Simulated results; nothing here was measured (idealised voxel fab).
Documented hereafter: the process module known as voxel spacer lines.
In the cross-section labelled cut, the width is 165 nm and each square cell is 5 nm.
This document writes a cross-section as a grid whose cells are square, and gives it as bands, listed from the top down; one or more rows of cells form a band. First you get the band's top height and its bottom height, in nm, and then the materials it's made of, left to right, with each width in nm. If you see a single material with "full width", that one covers the band edge to edge. "air" is empty space. Convention: height 0 is the level below which the wafer, as received, is all one material. The lowest band does not terminate at the bottom but continues downward, represented as "0 nm and below". You'd read "30->40" like this: the band's top row of cells is as wide as the first number, its bottom row is as wide as the second, and going down, every row changes width by the same amount as the row before did. Given "left unchanged" for a step, no cell of the cross-section differs between before and after that step. Voids not open to the top, 8 cells minimum: see "Encapsulated voids". Written width x height at distance; distance is from the left edge; nm. after a step's settings: what the simulator itself notes on the step. overlay nm, on a step with a mask: how far to the right of its planned place the mask lay; to the left if negative.

PLAN
1: op RECEIVE | material Si
2: op CONFORMAL_DEP | material Al2O3 | thk nm 5
3: op DIRECTIONAL_DEP | material polySi | thk nm 15
4: op DIRECTIONAL_DEP | material aC | thk nm 25
5: op PATTERN | tone cover | mask id MANDREL | material resist | width nm 20 | pitch nm 60 | thk nm 30 | overlay nm 0
6: op DIRECTIONAL_ETCH | etch materials aC | depth nm 25
7: op STRIP | etch materials resist
8: op CONFORMAL_DEP | material SiO2 | thk nm 10
9: op DIRECTIONAL_ETCH | etch materials SiO2 | depth nm 10
10: op STRIP | etch materials aC
11: op DIRECTIONAL_ETCH | etch materials polySi | depth nm 15
12: op STRIP | etch materials SiO2

CROSS-SECTION OF THE WAFER AS IT CAME TO US, I.E., ALREADY THROUGH STEP 1
  0 nm and below: Si full width
  Encapsulated voids: none

STARTING WAFER: ABOVE. PLAN: ABOVE. RUN: ONE MISTAKE. CROSS-SECTION AFTER THE MODULE: BELOW
  20 nm to 5 nm: 40 of air  20 of polySi  40 of air  20 of polySi  45 of air
  5 nm to 0 nm: Al2O3 full width
  0 nm and below: Si full width
  Encapsulated voids: none
Finding, execution versus plan: contrary to plan, step 5 was performed as op PATTERN | tone open | mask id MANDREL | material resist | width nm 20 | pitch nm 60 | thk nm 30 | overlay nm 0
